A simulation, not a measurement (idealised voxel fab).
The following is a process module called voxel self aligned contacts.
Cross-sectional view cut (width: 230 nm; square cell size: 5 nm).
Cross-section = grid of square cells, listed top down in bands; band = one or more rows. Look at the band entry: it leads with the top's height and the bottom's height in nm. Then it lists the materials left to right, with a width in nm for each. The word "throughout" on a single material says that material fills the band edge to edge. The word "empty" is empty space. Height 0 is the level under which the wafer as received is all one material. The lowest band goes on downwards, as in "0 and below". So if you see something like "30..40" for the width, read it as the top row of the band sitting at the first number and the bottom row at the second, with every row in between moving by the same amount as the last. "all unchanged" means the step left every cell of the cross-section as it was. Entry "Completely sealed voids" = empty spaces >= 8 cells with no open way to the top; each as width x height at distance, distance from left edge, all nm. On a step's line, text after the settings is the simulator commenting on that step. "overlay nm" answers the question of how far to the right of plan the mask lay on a step that has a mask, and when it is negative the answer is to the left.

The following list gives the planned process steps:
1: RECEIVE, material Si
2: CONFORMAL_DEP, material SiO2, thk nm 5
3: DIRECTIONAL_DEP, material polySi, thk nm 25
4: DIRECTIONAL_DEP, material SiN, thk nm 20
5: DIRECTIONAL_DEP, material aC, thk nm 15
6: PATTERN, tone cover, mask id GATE, material resist, width nm 30, pitch nm 55, thk nm 30, overlay nm 0
7: DIRECTIONAL_ETCH, etch materials aC, depth nm 15
8: STRIP, etch materials resist
9: DIRECTIONAL_ETCH, etch materials SiN, depth nm 20
10: DIRECTIONAL_ETCH, etch materials polySi, depth nm 25
11: STRIP, etch materials aC
12: CONFORMAL_DEP, material SiN, thk nm 5
13: DIRECTIONAL_ETCH, etch materials SiN, depth nm 5
14: FILL_DEP, material SiO2, thk nm 15
15: CMP, height nm 60
16: DIRECTIONAL_DEP, material aC, thk nm 15
17: PATTERN, tone open, mask id CONTACT, material resist, width nm 35, thk nm 35, overlay nm 0
18: DIRECTIONAL_ETCH, etch materials aC, depth nm 15
19: STRIP, etch materials resist
20: DIRECTIONAL_ETCH, etch materials SiO2, depth nm 60
21: STRIP, etch materials aC
22: CONFORMAL_DEP, material TiN, thk nm 5
23: FILL_DEP, material W, thk nm 5
24: CMP, height nm 60
25: CONFORMAL_DEP, material SiN, thk nm 5

Wafer, first of two, run as planned:

Received-state cross-section, reflecting completion of step 1:
  0 and below  Si throughout
  Completely sealed voids: none

Wafer section view after processing step 2:
  5 down to 0  SiO2 throughout
  Under the height 0 nothing was changed.

Wafer section view after processing step 3:
  30 down to 5  polySi throughout
  Under the height 5 nothing was changed.

Wafer section view after processing step 4:
  50 down to 30  SiN throughout
  Under the height 30 nothing was changed.

Wafer section view after processing step 5:
  65 down to 50  aC throughout
  Under the height 50 nothing was changed.

Wafer section view after processing step 6:
  95 down to 65  empty: 70  resist: 30  empty: 25  resist: 30  empty: 75
  Under the height 65 nothing was changed.

Wafer section view after processing step 7:
  80 down to 65  empty: 70  resist: 30  empty: 25  resist: 30  empty: 75
  65 down to 50  empty: 70  aC: 30  empty: 25  aC: 30  empty: 75
  Under the height 50 nothing was changed.

Wafer section view after processing step 8:
  65 down to 50  empty: 70  aC: 30  empty: 25  aC: 30  empty: 75
  Under the height 50 nothing was changed.

Wafer section view after processing step 9:
  65 down to 50  empty: 70  aC: 30  empty: 25  aC: 30  empty: 75
  50 down to 30  empty: 70  SiN: 30  empty: 25  SiN: 30  empty: 75
  Under the height 30 nothing was changed.

Wafer section view after processing step 10:
  65 down to 50  empty: 70  aC: 30  empty: 25  aC: 30  empty: 75
  50 down to 30  empty: 70  SiN: 30  empty: 25  SiN: 30  empty: 75
  30 down to 5  empty: 70  polySi: 30  empty: 25  polySi: 30  empty: 75
  Under the height 5 nothing was changed.

Wafer section view after processing step 11:
  50 down to 30  empty: 70  SiN: 30  empty: 25  SiN: 30  empty: 75
  Under the height 30 nothing was changed.

Wafer section view after processing step 12:
  55 down to 30  empty: 65  SiN: 40  empty: 15  SiN: 40  empty: 70
  30 down to 10  empty: 65  SiN: 5  polySi: 30  SiN: 5  empty: 15  SiN: 5  polySi: 30  SiN: 5  empty: 70
  10 down to 5  SiN: 70  polySi: 30  SiN: 25  polySi: 30  SiN: 75
  Under the height 5 nothing was changed.

Wafer section view after processing step 13:
  50 down to 30  empty: 65  SiN: 40  empty: 15  SiN: 40  empty: 70
  30 down to 5  empty: 65  SiN: 5  polySi: 30  SiN: 5  empty: 15  SiN: 5  polySi: 30  SiN: 5  empty: 70
  Under the height 5 nothing was changed.

Wafer section view after processing step 14:
  65 down to 50  SiO2 throughout
  50 down to 30  SiO2: 65  SiN: 40  SiO2: 15  SiN: 40  SiO2: 70
  30 down to 5  SiO2: 65  SiN: 5  polySi: 30  SiN: 5  SiO2: 15  SiN: 5  polySi: 30  SiN: 5  SiO2: 70
  Under the height 5 nothing was changed.

Wafer section view after processing step 15:
  60 down to 50  SiO2 throughout
  Under the height 50 nothing was changed.

Wafer section view after processing step 16:
  75 down to 60  aC throughout
  Under the height 60 nothing was changed.

Wafer section view after processing step 17:
  110 down to 75  resist: 95  empty: 35  resist: 100
  Under the height 75 nothing was changed.

Wafer section view after processing step 18:
  95 down to 75  resist: 95  empty: 35  resist: 100
  75 down to 60  aC: 95  empty: 35  aC: 100
  Under the height 60 nothing was changed.

Wafer section view after processing step 19:
  75 down to 60  aC: 95  empty: 35  aC: 100
  Under the height 60 nothing was changed.

Wafer section view after processing step 20:
  75 down to 60  aC: 95  empty: 35  aC: 100
  60 down to 50  SiO2: 95  empty: 35  SiO2: 100
  50 down to 30  SiO2: 65  SiN: 40  empty: 15  SiN: 40  SiO2: 70
  30 down to 5  SiO2: 65  SiN: 5  polySi: 30  SiN: 5  empty: 15  SiN: 5  polySi: 30  SiN: 5  SiO2: 70
  5 down to 0  SiO2: 105  empty: 15  SiO2: 110
  Under the height 0 nothing was changed.

Wafer section view after processing step 21:
  60 down to 50  SiO2: 95  empty: 35  SiO2: 100
  Under the height 50 nothing was changed.

Wafer section view after processing step 22:
  65 down to 60  TiN: 100  empty: 25  TiN: 105
  60 down to 50  SiO2: 95  TiN: 5..15  empty: 25..5  TiN: 5..15  SiO2: 100
  50 down to 30  SiO2: 65  SiN: 40  TiN: 5  empty: 5  TiN: 5  SiN: 40  SiO2: 70
  30 down to 5  SiO2: 65  SiN: 5  polySi: 30  SiN: 5  TiN: 5  empty: 5  TiN: 5  SiN: 5  polySi: 30  SiN: 5  SiO2: 70
  5 down to 0  SiO2: 105  TiN: 15  SiO2: 110
  Under the height 0 nothing was changed.

Wafer section view after processing step 23:
  70 down to 65  W throughout
  65 down to 60  TiN: 100  W: 25  TiN: 105
  60 down to 50  SiO2: 95  TiN: 5..15  W: 25..5  TiN: 5..15  SiO2: 100
  50 down to 30  SiO2: 65  SiN: 40  TiN: 5  W: 5  TiN: 5  SiN: 40  SiO2: 70
  30 down to 5  SiO2: 65  SiN: 5  polySi: 30  SiN: 5  TiN: 5  W: 5  TiN: 5  SiN: 5  polySi: 30  SiN: 5  SiO2: 70
  Under the height 5 nothing was changed.

Wafer section view after processing step 24:
  60 down to 50  SiO2: 95  TiN: 5..15  W: 25..5  TiN: 5..15  SiO2: 100
  Under the height 50 nothing was changed.

Wafer section view after processing step 25:
  65 down to 60  SiN throughout
  Under the height 60 nothing was changed.

The Second Wafer: Common Origin and Plan, One Mistake in Execution, Identical to the First Through Step 23:

Look at the second wafer in cross-section at the time step 24 ought to have finished:
  50 down to 30  SiO2: 65  SiN: 40  TiN: 5  W: 5  TiN: 5  SiN: 40  SiO2: 70
  Under the height 30 nothing was changed.

Look at the second wafer in cross-section at the time step 25 ought to have finished:
  55 down to 50  SiN throughout
  Under the height 50 nothing was changed.
Run error: step 24 went in with a setting other than planned; the actual run was CMP, height nm 50
Heads up, by the end the second wafer has more or fewer cells of some materials compared to the first: 78 fewer of SiO2, 8 fewer of TiN, 6 fewer of W
